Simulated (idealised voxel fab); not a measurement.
The name of this process module is voxel wiring stack.
In the cross-section labelled cut, the width is 220 nm and each square cell is 5 nm.
Notation: cross-section as square-cell grid; stated in bands, top first, going down; one or more cell rows per band.
Per band: top height and bottom height in nm, followed by the left-to-right materials and their widths in nm; "throughout" marks a single material spanning edge to edge, "air" marks empty space.
Beneath 0, the wafer as received is one material, and that level is where height counting begins. The lowest band goes on downward without a bottom; it is written like "0 -> down".
Read "30..40" as a graded width: first number on top, second number at the bottom, same change between each pair of neighbouring rows.
Where a step carries "no change", the cross-section came out of it unchanged, cell for cell.
"Enclosed void list": sealed empty spaces, 8 cells or more, no open way to top, listed width x height at distance, with distance from the left edge and width, height and distance in nm.
Note: text after step settings on the step line = simulator remark on that step.
Regarding "overlay nm": on a step with a mask, it is the distance the mask lay to the right of its planned place; a negative value places it to the left.
Each of the pairs that make up the rest of this document says: here is the cross-section before one process step, here is the cross-section after it, drawn only down to the lowest band that changed, and here, under the pair, is the step lying between them with its settings. Different pairs may come from different runs of this module on the same starting wafer, so a pair continues from the pair above it only where its entry headed "Prior to step" says so.
-- Prior to step
0 -> down = Si throughout
Enclosed void list: none
-- Sectional View, Post-Process
15 -> 0 = SiO2 throughout
Rest of section, below 0: as before.
Enclosed void list: none
The process step bridging the two cross-sections above: CONFORMAL_DEP [material SiO2] [thk nm 15]
Prior to step: The cross-section prior to this step is the one presented after the step of the pair immediately above.
-- Sectional View, Post-Process
20 -> 15 = TiN throughout
Rest of section, below 15: as before.
Enclosed void list: none
The process step bridging the two cross-sections above: DIRECTIONAL_DEP [material TiN] [thk nm 5]
Prior to step: The cross-section prior to this step is the one presented after the step of the pair immediately above.
-- Sectional View, Post-Process
35 -> 20 = W throughout
Rest of section, below 20: as before.
Enclosed void list: none
The process step bridging the two cross-sections above: DIRECTIONAL_DEP [material W] [thk nm 15]
Prior to step: The cross-section prior to this step is the one presented after the step of the pair immediately above.
-- Sectional View, Post-Process
45 -> 35 = aC throughout
Rest of section, below 35: as before.
Enclosed void list: none
The process step bridging the two cross-sections above: DIRECTIONAL_DEP [material aC] [thk nm 10]
Prior to step: The cross-section prior to this step is the one presented after the step of the pair immediately above.
-- Sectional View, Post-Process
70 -> 45 = 75 air / 20 resist / 30 air / 20 resist / 75 air
Rest of section, below 45: as before.
Enclosed void list: none
The process step bridging the two cross-sections above: PATTERN [tone cover] [mask id METAL_1] [material resist] [width nm 20] [pitch nm 50] [thk nm 25] [overlay nm 0]
Prior to step: The cross-section prior to this step is the one presented after the step of the pair immediately above.
-- Sectional View, Post-Process
60 -> 45 = 75 air / 20 resist / 30 air / 20 resist / 75 air
45 -> 35 = 75 air / 20 aC / 30 air / 20 aC / 75 air
Rest of section, below 35: as before.
Enclosed void list: none
The process step bridging the two cross-sections above: DIRECTIONAL_ETCH [etch materials aC] [depth nm 10]
Prior to step: The cross-section prior to this step is the one presented after the step of the pair immediately above.
-- Sectional View, Post-Process
45 -> 35 = 75 air / 20 aC / 30 air / 20 aC / 75 air
Rest of section, below 35: as before.
Enclosed void list: none
The process step bridging the two cross-sections above: STRIP [etch materials resist]
Prior to step: The cross-section prior to this step is the one presented after the step of the pair immediately above.
-- Sectional View, Post-Process
45 -> 35 = 75 air / 20 aC / 30 air / 20 aC / 75 air
35 -> 20 = 75 air / 20 W / 30 air / 20 W / 75 air
Rest of section, below 20: as before.
Enclosed void list: none
The process step bridging the two cross-sections above: DIRECTIONAL_ETCH [etch materials W] [depth nm 15]
Prior to step: The cross-section prior to this step is the one presented after the step of the pair immediately above.
-- Sectional View, Post-Process
45 -> 35 = 75 air / 20 aC / 30 air / 20 aC / 75 air
35 -> 20 = 75 air / 20 W / 30 air / 20 W / 75 air
20 -> 15 = 75 air / 20 TiN / 30 air / 20 TiN / 75 air
Rest of section, below 15: as before.
Enclosed void list: none
The process step bridging the two cross-sections above: DIRECTIONAL_ETCH [etch materials TiN] [depth nm 5]
Prior to step: The cross-section prior to this step is the one presented after the step of the pair immediately above.
-- Sectional View, Post-Process
35 -> 20 = 75 air / 20 W / 30 air / 20 W / 75 air
Rest of section, below 20: as before.
Enclosed void list: none
The process step bridging the two cross-sections above: STRIP [etch materials aC]
Prior to step: The cross-section prior to this step is the one presented after the step of the pair immediately above.
-- Sectional View, Post-Process
40 -> 35 = 70 air / 30 SiN / 20 air / 30 SiN / 70 air
35 -> 20 = 70 air / 5 SiN / 20 W / 5 SiN / 20 air / 5 SiN / 20 W / 5 SiN / 70 air
20 -> 15 = 75 SiN / 20 TiN / 30 SiN / 20 TiN / 75 SiN
Rest of section, below 15: as before.
Enclosed void list: none
The process step bridging the two cross-sections above: CONFORMAL_DEP [material SiN] [thk nm 5]
Prior to step: The cross-section prior to this step is the one presented after the step of the pair immediately above.
-- Sectional View, Post-Process
50 -> 40 = SiO2 throughout
40 -> 35 = 70 SiO2 / 30 SiN / 20 SiO2 / 30 SiN / 70 SiO2
35 -> 20 = 70 SiO2 / 5 SiN / 20 W / 5 SiN / 20 SiO2 / 5 SiN / 20 W / 5 SiN / 70 SiO2
Rest of section, below 20: as before.
Enclosed void list: none
The process step bridging the two cross-sections above: FILL_DEP [material SiO2] [thk nm 10]
Prior to step: The cross-section prior to this step is the one presented after the step of the pair immediately above.
-- Sectional View, Post-Process
35 -> 20 = 70 SiO2 / 5 SiN / 20 W / 5 SiN / 20 SiO2 / 5 SiN / 20 W / 5 SiN / 70 SiO2
Rest of section, below 20: as before.
Enclosed void list: none
The process step bridging the two cross-sections above: CMP [height nm 35]
Prior to step: The cross-section prior to this step is the one presented after the step of the pair immediately above.
-- Sectional View, Post-Process
40 -> 35 = SiCN throughout
Rest of section, below 35: as before.
Enclosed void list: none
The process step bridging the two cross-sections above: CONFORMAL_DEP [material SiCN] [thk nm 5]
Prior to step: The cross-section prior to this step is the one presented after the step of the pair immediately above.
-- Sectional View, Post-Process
50 -> 40 = lowk throughout
Rest of section, below 40: as before.
Enclosed void list: none
The process step bridging the two cross-sections above: DIRECTIONAL_DEP [material lowk] [thk nm 10]
Prior to step: The cross-section prior to this step is the one presented after the step of the pair immediately above.
-- Sectional View, Post-Process
65 -> 50 = aC throughout
Rest of section, below 50: as before.
Enclosed void list: none
The process step bridging the two cross-sections above: DIRECTIONAL_DEP [material aC] [thk nm 15]
Prior to step: The cross-section prior to this step is the one presented after the step of the pair immediately above.
-- Sectional View, Post-Process
95 -> 65 = 75 resist / 15 air / 35 resist / 15 air / 80 resist
Rest of section, below 65: as before.
Enclosed void list: none
The process step bridging the two cross-sections above: PATTERN [tone open] [mask id PLUG_1] [material resist] [width nm 15] [pitch nm 50] [thk nm 30] [overlay nm 0]
Prior to step: The cross-section prior to this step is the one presented after the step of the pair immediately above.
-- Sectional View, Post-Process
80 -> 65 = 75 resist / 15 air / 35 resist / 15 air / 80 resist
65 -> 50 = 75 aC / 15 air / 35 aC / 15 air / 80 aC
Rest of section, below 50: as before.
Enclosed void list: none
The process step bridging the two cross-sections above: DIRECTIONAL_ETCH [etch materials aC] [depth nm 15]
Prior to step: The cross-section prior to this step is the one presented after the step of the pair immediately above.
-- Sectional View, Post-Process
65 -> 50 = 75 aC / 15 air / 35 aC / 15 air / 80 aC
Rest of section, below 50: as before.
Enclosed void list: none
The process step bridging the two cross-sections above: STRIP [etch materials resist]
Prior to step: The cross-section prior to this step is the one presented after the step of the pair immediately above.
-- Sectional View, Post-Process
65 -> 50 = 75 aC / 15 air / 35 aC / 15 air / 80 aC
50 -> 40 = 75 lowk / 15 air / 35 lowk / 15 air / 80 lowk
Rest of section, below 40: as before.
Enclosed void list: none
The process step bridging the two cross-sections above: DIRECTIONAL_ETCH [etch materials lowk] [depth nm 10]
Prior to step: The cross-section prior to this step is the one presented after the step of the pair immediately above.
-- Sectional View, Post-Process
65 -> 50 = 75 aC / 15 air / 35 aC / 15 air / 80 aC
50 -> 40 = 75 lowk / 15 air / 35 lowk / 15 air / 80 lowk
40 -> 35 = 75 SiCN / 15 air / 35 SiCN / 15 air / 80 SiCN
Rest of section, below 35: as before.
Enclosed void list: none
The process step bridging the two cross-sections above: DIRECTIONAL_ETCH [etch materials SiCN] [depth nm 5]
Prior to step: The cross-section prior to this step is the one presented after the step of the pair immediately above.
-- Sectional View, Post-Process
50 -> 40 = 75 lowk / 15 air / 35 lowk / 15 air / 80 lowk
Rest of section, below 40: as before.
Enclosed void list: none
The process step bridging the two cross-sections above: STRIP [etch materials aC]
Prior to step: The cross-section prior to this step is the one presented after the step of the pair immediately above.
-- Sectional View, Post-Process
50 -> 45 = 75 lowk / 15 air / 35 lowk / 15 air / 80 lowk
45 -> 40 = 75 lowk / 15 Ru / 35 lowk / 15 Ru / 80 lowk
40 -> 35 = 75 SiCN / 15 Ru / 35 SiCN / 15 Ru / 80 SiCN
Rest of section, below 35: as before.
Enclosed void list: none
The process step bridging the two cross-sections above: EPI [material Ru] [thk nm 10]
Prior to step: The cross-section prior to this step is the one presented after the step of the pair immediately above.
-- Sectional View, Post-Process
50 -> 40 = 75 lowk / 15 Ru / 35 lowk / 15 Ru / 80 lowk
Rest of section, below 40: as before.
Enclosed void list: none
The process step bridging the two cross-sections above: EPI [material Ru] [thk nm 5]
Prior to step: The cross-section prior to this step is the one presented after the step of the pair immediately above.
-- Sectional View, Post-Process
55 -> 50 = SiCN throughout
Rest of section, below 50: as before.
Enclosed void list: none
The process step bridging the two cross-sections above: CONFORMAL_DEP [material SiCN] [thk nm 5]
Prior to step: The cross-section prior to this step is the one presented after the step of the pair immediately above.
-- Sectional View, Post-Process
80 -> 55 = SiO2 throughout
Rest of section, below 55: as before.
Enclosed void list: none
The process step bridging the two cross-sections above: DIRECTIONAL_DEP [material SiO2] [thk nm 25]
Prior to step: The cross-section prior to this step is the one presented after the step of the pair immediately above.
-- Sectional View, Post-Process
80 -> 55 = 75 SiO2 / 20 air / 30 SiO2 / 20 air / 75 SiO2
Rest of section, below 55: as before.
Enclosed void list: none
The process step bridging the two cross-sections above: MASKED_ETCH [tone open] [mask id METAL_2] [width nm 20] [pitch nm 50] [etch materials SiO2] [depth nm 25] [overlay nm 0]
Prior to step: The cross-section prior to this step is the one presented after the step of the pair immediately above.
-- Sectional View, Post-Process
80 -> 55 = 75 SiO2 / 20 air / 30 SiO2 / 20 air / 75 SiO2
55 -> 50 = 75 SiCN / 20 air / 30 SiCN / 20 air / 75 SiCN
Rest of section, below 50: as before.
Enclosed void list: none
The process step bridging the two cross-sections above: MASKED_ETCH [tone open] [mask id METAL_2] [width nm 20] [pitch nm 50] [etch materials SiCN] [depth nm 5] [overlay nm 0]
Prior to step: The cross-section prior to this step is the one presented after the step of the pair immediately above.
-- Sectional View, Post-Process
85 -> 80 = 80 TiN / 10 air / 40 TiN / 10 air / 80 TiN
80 -> 55 = 75 SiO2 / 5 TiN / 10 air / 5 TiN / 30 SiO2 / 5 TiN / 10 air / 5 TiN / 75 SiO2
55 -> 50 = 75 SiCN / 20 TiN / 30 SiCN / 20 TiN / 75 SiCN
Rest of section, below 50: as before.
Enclosed void list: none
The process step bridging the two cross-sections above: CONFORMAL_DEP [material TiN] [thk nm 5]
Prior to step: The cross-section prior to this step is the one presented after the step of the pair immediately above.
-- Sectional View, Post-Process
95 -> 85 = W throughout
85 -> 80 = 80 TiN / 10 W / 40 TiN / 10 W / 80 TiN
80 -> 55 = 75 SiO2 / 5 TiN / 10 W / 5 TiN / 30 SiO2 / 5 TiN / 10 W / 5 TiN / 75 SiO2
Rest of section, below 55: as before.
Enclosed void list: none
The process step bridging the two cross-sections above: FILL_DEP [material W] [thk nm 10]
Prior to step: The cross-section prior to this step is the one presented after the step of the pair immediately above.
-- Sectional View, Post-Process
80 -> 55 = 75 SiO2 / 5 TiN / 10 W / 5 TiN / 30 SiO2 / 5 TiN / 10 W / 5 TiN / 75 SiO2
Rest of section, below 55: as before.
Enclosed void list: none
The process step bridging the two cross-sections above: CMP [height nm 80]
Prior to step: The cross-section prior to this step is the one presented after the step of the pair immediately above.
-- Sectional View, Post-Process
85 -> 80 = SiCN throughout
Rest of section, below 80: as before.
Enclosed void list: none
The process step bridging the two cross-sections above: CONFORMAL_DEP [material SiCN] [thk nm 5]
Prior to step: The cross-section prior to this step is the one presented after the step of the pair immediately above.
-- Sectional View, Post-Process
95 -> 85 = SiO2 throughout
Rest of section, below 85: as before.
Enclosed void list: none
The process step bridging the two cross-sections above: DIRECTIONAL_DEP [material SiO2] [thk nm 10]
Prior to step: The cross-section prior to this step is the one presented after the step of the pair immediately above.
-- Sectional View, Post-Process
110 -> 95 = aC throughout
Rest of section, below 95: as before.
Enclosed void list: none
The process step bridging the two cross-sections above: DIRECTIONAL_DEP [material aC] [thk nm 15]
Prior to step: The cross-section prior to this step is the one presented after the step of the pair immediately above.
-- Sectional View, Post-Process
140 -> 110 = 75 resist / 15 air / 35 resist / 15 air / 80 resist
Rest of section, below 110: as before.
Enclosed void list: none
The process step bridging the two cross-sections above: PATTERN [tone open] [mask id PLUG_2] [material resist] [width nm 15] [pitch nm 50] [thk nm 30] [overlay nm 0]
Prior to step: The cross-section prior to this step is the one presented after the step of the pair immediately above.
-- Sectional View, Post-Process
125 -> 110 = 75 resist / 15 air / 35 resist / 15 air / 80 resist
110 -> 95 = 75 aC / 15 air / 35 aC / 15 air / 80 aC
Rest of section, below 95: as before.
Enclosed void list: none
The process step bridging the two cross-sections above: DIRECTIONAL_ETCH [etch materials aC] [depth nm 15]
Prior to step: The cross-section prior to this step is the one presented after the step of the pair immediately above.
-- Sectional View, Post-Process
110 -> 95 = 75 aC / 15 air / 35 aC / 15 air / 80 aC
Rest of section, below 95: as before.
Enclosed void list: none
The process step bridging the two cross-sections above: STRIP [etch materials resist]
Prior to step: The cross-section prior to this step is the one presented after the step of the pair immediately above.
-- Sectional View, Post-Process
110 -> 95 = 75 aC / 15 air / 35 aC / 15 air / 80 aC
95 -> 85 = 75 SiO2 / 15 air / 35 SiO2 / 15 air / 80 SiO2
Rest of section, below 85: as before.
Enclosed void list: none
The process step bridging the two cross-sections above: DIRECTIONAL_ETCH [etch materials SiO2] [depth nm 10]
Prior to step: The cross-section prior to this step is the one presented after the step of the pair immediately above.
-- Sectional View, Post-Process
110 -> 95 = 75 aC / 15 air / 35 aC / 15 air / 80 aC
95 -> 85 = 75 SiO2 / 15 air / 35 SiO2 / 15 air / 80 SiO2
85 -> 80 = 75 SiCN / 15 air / 35 SiCN / 15 air / 80 SiCN
Rest of section, below 80: as before.
Enclosed void list: none
The process step bridging the two cross-sections above: DIRECTIONAL_ETCH [etch materials SiCN] [depth nm 5]
Prior to step: The cross-section prior to this step is the one presented after the step of the pair immediately above.
-- Sectional View, Post-Process
95 -> 85 = 75 SiO2 / 15 air / 35 SiO2 / 15 air / 80 SiO2
Rest of section, below 85: as before.
Enclosed void list: none
The process step bridging the two cross-sections above: STRIP [etch materials aC]
Prior to step: The cross-section prior to this step is the one presented after the step of the pair immediately above.
-- Sectional View, Post-Process
95 -> 90 = 75 SiO2 / 15 air / 35 SiO2 / 15 air / 80 SiO2
90 -> 85 = 75 SiO2 / 15 Ru / 35 SiO2 / 15 Ru / 80 SiO2
85 -> 80 = 75 SiCN / 15 Ru / 35 SiCN / 15 Ru / 80 SiCN
Rest of section, below 80: as before.
Enclosed void list: none
The process step bridging the two cross-sections above: EPI [material Ru] [thk nm 10]
Prior to step: The cross-section prior to this step is the one presented after the step of the pair immediately above.
-- Sectional View, Post-Process
95 -> 85 = 75 SiO2 / 15 Ru / 35 SiO2 / 15 Ru / 80 SiO2
Rest of section, below 85: as before.
Enclosed void list: none
The process step bridging the two cross-sections above: EPI [material Ru] [thk nm 5]
Prior to step: The cross-section prior to this step is the one presented after the step of the pair immediately above.
-- Sectional View, Post-Process
100 -> 95 = TiN throughout
Rest of section, below 95: as before.
Enclosed void list: none
The process step bridging the two cross-sections above: DIRECTIONAL_DEP [material TiN] [thk nm 5]
Prior to step: The cross-section prior to this step is the one presented after the step of the pair immediately above.
-- Sectional View, Post-Process
120 -> 100 = Ru throughout
Rest of section, below 100: as before.
Enclosed void list: none
The process step bridging the two cross-sections above: DIRECTIONAL_DEP [material Ru] [thk nm 20]
Prior to step: The cross-section prior to this step is the one presented after the step of the pair immediately above.
-- Sectional View, Post-Process
120 -> 100 = 75 air / 20 Ru / 30 air / 20 Ru / 75 air
Rest of section, below 100: as before.
Enclosed void list: none
The process step bridging the two cross-sections above: MASKED_ETCH [tone cover] [mask id METAL_3] [width nm 20] [pitch nm 50] [etch materials Ru] [depth nm 20] [overlay nm 0]
Prior to step: The cross-section prior to this step is the one presented after the step of the pair immediately above.
-- Sectional View, Post-Process
120 -> 100 = 75 air / 20 Ru / 30 air / 20 Ru / 75 air
100 -> 95 = 75 air / 20 TiN / 30 air / 20 TiN / 75 air
Rest of section, below 95: as before.
Enclosed void list: none
The process step bridging the two cross-sections above: MASKED_ETCH [tone cover] [mask id METAL_3] [width nm 20] [pitch nm 50] [etch materials TiN] [depth nm 5] [overlay nm 0]
Prior to step: The cross-section prior to this step is the one presented after the step of the pair immediately above.
-- Sectional View, Post-Process
125 -> 120 = 70 air / 30 SiCN / 20 air / 30 SiCN / 70 air
120 -> 100 = 70 air / 5 SiCN / 20 Ru / 5 SiCN / 20 air / 5 SiCN / 20 Ru / 5 SiCN / 70 air
100 -> 95 = 75 SiCN / 20 TiN / 30 SiCN / 20 TiN / 75 SiCN
Rest of section, below 95: as before.
Enclosed void list: none
The process step bridging the two cross-sections above: CONFORMAL_DEP [material SiCN] [thk nm 5]
Prior to step: The cross-section prior to this step is the one presented after the step of the pair immediately above.
-- Sectional View, Post-Process
135 -> 125 = SiO2 throughout
125 -> 120 = 70 SiO2 / 30 SiCN / 20 SiO2 / 30 SiCN / 70 SiO2
120 -> 100 = 70 SiO2 / 5 SiCN / 20 Ru / 5 SiCN / 20 SiO2 / 5 SiCN / 20 Ru / 5 SiCN / 70 SiO2
Rest of section, below 100: as before.
Enclosed void list: none
The process step bridging the two cross-sections above: FILL_DEP [material SiO2] [thk nm 10]
Prior to step: The cross-section prior to this step is the one presented after the step of the pair immediately above.
-- Sectional View, Post-Process
120 -> 100 = 70 SiO2 / 5 SiCN / 20 Ru / 5 SiCN / 20 SiO2 / 5 SiCN / 20 Ru / 5 SiCN / 70 SiO2
Rest of section, below 100: as before.
Enclosed void list: none
The process step bridging the two cross-sections above: CMP [height nm 120]
Prior to step: The cross-section prior to this step is the one presented after the step of the pair immediately above.
-- Sectional View, Post-Process
125 -> 120 = SiN throughout
Rest of section, below 120: as before.
Enclosed void list: none
The process step bridging the two cross-sections above: CONFORMAL_DEP [material SiN] [thk nm 5]
-- Prior to step
0 -> down = Si throughout
Enclosed void list: none
-- Sectional View, Post-Process
5 -> 0 = TiN throughout
Rest of section, below 0: as before.
Enclosed void list: none
The process step bridging the two cross-sections above: DIRECTIONAL_DEP [material TiN] [thk nm 5]
Prior to step: The cross-section prior to this step is the one presented after the step of the pair immediately above.
-- Sectional View, Post-Process
20 -> 5 = W throughout
Rest of section, below 5: as before.
Enclosed void list: none
The process step bridging the two cross-sections above: DIRECTIONAL_DEP [material W] [thk nm 15]
Prior to step: The cross-section prior to this step is the one presented after the step of the pair immediately above.
-- Sectional View, Post-Process
30 -> 20 = aC throughout
Rest of section, below 20: as before.
Enclosed void list: none
The process step bridging the two cross-sections above: DIRECTIONAL_DEP [material aC] [thk nm 10]
Prior to step: The cross-section prior to this step is the one presented after the step of the pair immediately above.
-- Sectional View, Post-Process
55 -> 30 = 75 air / 20 resist / 30 air / 20 resist / 75 air
Rest of section, below 30: as before.
Enclosed void list: none
The process step bridging the two cross-sections above: PATTERN [tone cover] [mask id METAL_1] [material resist] [width nm 20] [pitch nm 50] [thk nm 25] [overlay nm 0]
Prior to step: The cross-section prior to this step is the one presented after the step of the pair immediately above.
-- Sectional View, Post-Process
45 -> 30 = 75 air / 20 resist / 30 air / 20 resist / 75 air
30 -> 20 = 75 air / 20 aC / 30 air / 20 aC / 75 air
Rest of section, below 20: as before.
Enclosed void list: none
The process step bridging the two cross-sections above: DIRECTIONAL_ETCH [etch materials aC] [depth nm 10]
Prior to step: The cross-section prior to this step is the one presented after the step of the pair immediately above.
-- Sectional View, Post-Process
30 -> 20 = 75 air / 20 aC / 30 air / 20 aC / 75 air
Rest of section, below 20: as before.
Enclosed void list: none
The process step bridging the two cross-sections above: STRIP [etch materials resist]
Prior to step: The cross-section prior to this step is the one presented after the step of the pair immediately above.
-- Sectional View, Post-Process
30 -> 20 = 75 air / 20 aC / 30 air / 20 aC / 75 air
20 -> 5 = 75 air / 20 W / 30 air / 20 W / 75 air
Rest of section, below 5: as before.
Enclosed void list: none
The process step bridging the two cross-sections above: DIRECTIONAL_ETCH [etch materials W] [depth nm 15]
Prior to step: The cross-section prior to this step is the one presented after the step of the pair immediately above.
-- Sectional View, Post-Process
30 -> 20 = 75 air / 20 aC / 30 air / 20 aC / 75 air
20 -> 5 = 75 air / 20 W / 30 air / 20 W / 75 air
5 -> 0 = 75 air / 20 TiN / 30 air / 20 TiN / 75 air
Rest of section, below 0: as before.
Enclosed void list: none
The process step bridging the two cross-sections above: DIRECTIONAL_ETCH [etch materials TiN] [depth nm 5]
Prior to step: The cross-section prior to this step is the one presented after the step of the pair immediately above.
-- Sectional View, Post-Process
20 -> 5 = 75 air / 20 W / 30 air / 20 W / 75 air
Rest of section, below 5: as before.
Enclosed void list: none
The process step bridging the two cross-sections above: STRIP [etch materials aC]
Prior to step: The cross-section prior to this step is the one presented after the step of the pair immediately above.
-- Sectional View, Post-Process
25 -> 20 = 70 air / 30 SiN / 20 air / 30 SiN / 70 air
20 -> 5 = 70 air / 5 SiN / 20 W / 5 SiN / 20 air / 5 SiN / 20 W / 5 SiN / 70 air
5 -> 0 = 75 SiN / 20 TiN / 30 SiN / 20 TiN / 75 SiN
Rest of section, below 0: as before.
Enclosed void list: none
The process step bridging the two cross-sections above: CONFORMAL_DEP [material SiN] [thk nm 5]
Prior to step: The cross-section prior to this step is the one presented after the step of the pair immediately above.
-- Sectional View, Post-Process
35 -> 25 = SiO2 throughout
25 -> 20 = 70 SiO2 / 30 SiN / 20 SiO2 / 30 SiN / 70 SiO2
20 -> 5 = 70 SiO2 / 5 SiN / 20 W / 5 SiN / 20 SiO2 / 5 SiN / 20 W / 5 SiN / 70 SiO2
Rest of section, below 5: as before.
Enclosed void list: none
The process step bridging the two cross-sections above: FILL_DEP [material SiO2] [thk nm 10]
Prior to step: The cross-section prior to this step is the one presented after the step of the pair immediately above.
-- Sectional View, Post-Process
40 -> 35 = SiCN throughout
Rest of section, below 35: as before.
Enclosed void list: none
The process step bridging the two cross-sections above: CONFORMAL_DEP [material SiCN] [thk nm 5]
Prior to step: The cross-section prior to this step is the one presented after the step of the pair immediately above.
-- Sectional View, Post-Process
50 -> 40 = lowk throughout
Rest of section, below 40: as before.
Enclosed void list: none
The process step bridging the two cross-sections above: DIRECTIONAL_DEP [material lowk] [thk nm 10]
Prior to step: The cross-section prior to this step is the one presented after the step of the pair immediately above.
-- Sectional View, Post-Process
65 -> 50 = aC throughout
Rest of section, below 50: as before.
Enclosed void list: none
The process step bridging the two cross-sections above: DIRECTIONAL_DEP [material aC] [thk nm 15]
Prior to step: The cross-section prior to this step is the one presented after the step of the pair immediately above.
-- Sectional View, Post-Process
95 -> 65 = 75 resist / 15 air / 35 resist / 15 air / 80 resist
Rest of section, below 65: as before.
Enclosed void list: none
The process step bridging the two cross-sections above: PATTERN [tone open] [mask id PLUG_1] [material resist] [width nm 15] [pitch nm 50] [thk nm 30] [overlay nm 0]
Prior to step: The cross-section prior to this step is the one presented after the step of the pair immediately above.
-- Sectional View, Post-Process
80 -> 65 = 75 resist / 15 air / 35 resist / 15 air / 80 resist
65 -> 50 = 75 aC / 15 air / 35 aC / 15 air / 80 aC
Rest of section, below 50: as before.
Enclosed void list: none
The process step bridging the two cross-sections above: DIRECTIONAL_ETCH [etch materials aC] [depth nm 15]
Prior to step: The cross-section prior to this step is the one presented after the step of the pair immediately above.
-- Sectional View, Post-Process
65 -> 50 = 75 aC / 15 air / 35 aC / 15 air / 80 aC
Rest of section, below 50: as before.
Enclosed void list: none
The process step bridging the two cross-sections above: STRIP [etch materials resist]
Prior to step: The cross-section prior to this step is the one presented after the step of the pair immediately above.
-- Sectional View, Post-Process
65 -> 50 = 75 aC / 15 air / 35 aC / 15 air / 80 aC
50 -> 40 = 75 lowk / 15 air / 35 lowk / 15 air / 80 lowk
Rest of section, below 40: as before.
Enclosed void list: none
The process step bridging the two cross-sections above: DIRECTIONAL_ETCH [etch materials lowk] [depth nm 10]
Prior to step: The cross-section prior to this step is the one presented after the step of the pair immediately above.
-- Sectional View, Post-Process
65 -> 50 = 75 aC / 15 air / 35 aC / 15 air / 80 aC
50 -> 40 = 75 lowk / 15 air / 35 lowk / 15 air / 80 lowk
40 -> 35 = 75 SiCN / 15 air / 35 SiCN / 15 air / 80 SiCN
Rest of section, below 35: as before.
Enclosed void list: none
The process step bridging the two cross-sections above: DIRECTIONAL_ETCH [etch materials SiCN] [depth nm 5]
Prior to step: The cross-section prior to this step is the one presented after the step of the pair immediately above.
-- Sectional View, Post-Process
50 -> 40 = 75 lowk / 15 air / 35 lowk / 15 air / 80 lowk
Rest of section, below 40: as before.
Enclosed void list: none
The process step bridging the two cross-sections above: STRIP [etch materials aC]
Prior to step: The cross-section prior to this step is the one presented after the step of the pair immediately above.
-- Sectional View, Post-Process
55 -> 50 = 80 SiCN / 5 air / 45 SiCN / 5 air / 85 SiCN
50 -> 40 = 75 lowk / 5 SiCN / 5 air / 5 SiCN / 35 lowk / 5 SiCN / 5 air / 5 SiCN / 80 lowk
40 -> 35 = SiCN throughout
Rest of section, below 35: as before.
Enclosed void list: none
The process step bridging the two cross-sections above: CONFORMAL_DEP [material SiCN] [thk nm 5]
Prior to step: The cross-section prior to this step is the one presented after the step of the pair immediately above.
-- Sectional View, Post-Process
80 -> 65 = 80 SiO2 / 5 air / 45 SiO2 / 5 air / 85 SiO2
65 -> 55 = SiO2 throughout
55 -> 50 = 80 SiCN / 5 SiO2 / 45 SiCN / 5 SiO2 / 85 SiCN
50 -> 40 = 75 lowk / 5 SiCN / 5 SiO2 / 5 SiCN / 35 lowk / 5 SiCN / 5 SiO2 / 5 SiCN / 80 lowk
Rest of section, below 40: as before.
Enclosed void list: none
The process step bridging the two cross-sections above: DIRECTIONAL_DEP [material SiO2] [thk nm 25]
Prior to step: The cross-section prior to this step is the one presented after the step of the pair immediately above.
-- Sectional View, Post-Process
80 -> 55 = 75 SiO2 / 20 air / 30 SiO2 / 20 air / 75 SiO2
55 -> 50 = 80 SiCN / 5 air / 45 SiCN / 5 air / 85 SiCN
50 -> 40 = 75 lowk / 5 SiCN / 5 air / 5 SiCN / 35 lowk / 5 SiCN / 5 air / 5 SiCN / 80 lowk
Rest of section, below 40: as before.
Enclosed void list: none
The process step bridging the two cross-sections above: MASKED_ETCH [tone open] [mask id METAL_2] [width nm 20] [pitch nm 50] [etch materials SiO2] [depth nm 25] [overlay nm 0]
Prior to step: The cross-section prior to this step is the one presented after the step of the pair immediately above.
-- Sectional View, Post-Process
80 -> 55 = 75 SiO2 / 20 air / 30 SiO2 / 20 air / 75 SiO2
55 -> 50 = 75 SiCN / 20 air / 30 SiCN / 20 air / 75 SiCN
50 -> 40 = 75 lowk / 5 SiCN / 5 air / 5 SiCN / 35 lowk / 5 SiCN / 5 air / 5 SiCN / 80 lowk
40 -> 35 = 80 SiCN / 5 air / 45 SiCN / 5 air / 85 SiCN
Rest of section, below 35: as before.
Enclosed void list: none
The process step bridging the two cross-sections above: MASKED_ETCH [tone open] [mask id METAL_2] [width nm 20] [pitch nm 50] [etch materials SiCN] [depth nm 5] [overlay nm 0]
Prior to step: The cross-section prior to this step is the one presented after the step of the pair immediately above.
-- Sectional View, Post-Process
85 -> 80 = 80 TiN / 10 air / 40 TiN / 10 air / 80 TiN
80 -> 55 = 75 SiO2 / 5 TiN / 10 air / 5 TiN / 30 SiO2 / 5 TiN / 10 air / 5 TiN / 75 SiO2
55 -> 50 = 75 SiCN / 20 TiN / 30 SiCN / 20 TiN / 75 SiCN
50 -> 40 = 75 lowk / 5 SiCN / 5 TiN / 5 SiCN / 35 lowk / 5 SiCN / 5 TiN / 5 SiCN / 80 lowk
40 -> 35 = 80 SiCN / 5 TiN / 45 SiCN / 5 TiN / 85 SiCN
Rest of section, below 35: as before.
Enclosed void list: none
The process step bridging the two cross-sections above: CONFORMAL_DEP [material TiN] [thk nm 5]
Prior to step: The cross-section prior to this step is the one presented after the step of the pair immediately above.
-- Sectional View, Post-Process
95 -> 85 = W throughout
85 -> 80 = 80 TiN / 10 W / 40 TiN / 10 W / 80 TiN
80 -> 55 = 75 SiO2 / 5 TiN / 10 W / 5 TiN / 30 SiO2 / 5 TiN / 10 W / 5 TiN / 75 SiO2
Rest of section, below 55: as before.
Enclosed void list: none
The process step bridging the two cross-sections above: FILL_DEP [material W] [thk nm 10]
Prior to step: The cross-section prior to this step is the one presented after the step of the pair immediately above.
-- Sectional View, Post-Process
80 -> 55 = 75 SiO2 / 5 TiN / 10 W / 5 TiN / 30 SiO2 / 5 TiN / 10 W / 5 TiN / 75 SiO2
Rest of section, below 55: as before.
Enclosed void list: none
The process step bridging the two cross-sections above: CMP [height nm 80]
Prior to step: The cross-section prior to this step is the one presented after the step of the pair immediately above.
-- Sectional View, Post-Process
85 -> 80 = SiCN throughout
Rest of section, below 80: as before.
Enclosed void list: none
The process step bridging the two cross-sections above: CONFORMAL_DEP [material SiCN] [thk nm 5]
Prior to step: The cross-section prior to this step is the one presented after the step of the pair immediately above.
-- Sectional View, Post-Process
95 -> 85 = SiO2 throughout
Rest of section, below 85: as before.
Enclosed void list: none
The process step bridging the two cross-sections above: DIRECTIONAL_DEP [material SiO2] [thk nm 10]
Prior to step: The cross-section prior to this step is the one presented after the step of the pair immediately above.
-- Sectional View, Post-Process
110 -> 95 = aC throughout
Rest of section, below 95: as before.
Enclosed void list: none
The process step bridging the two cross-sections above: DIRECTIONAL_DEP [material aC] [thk nm 15]
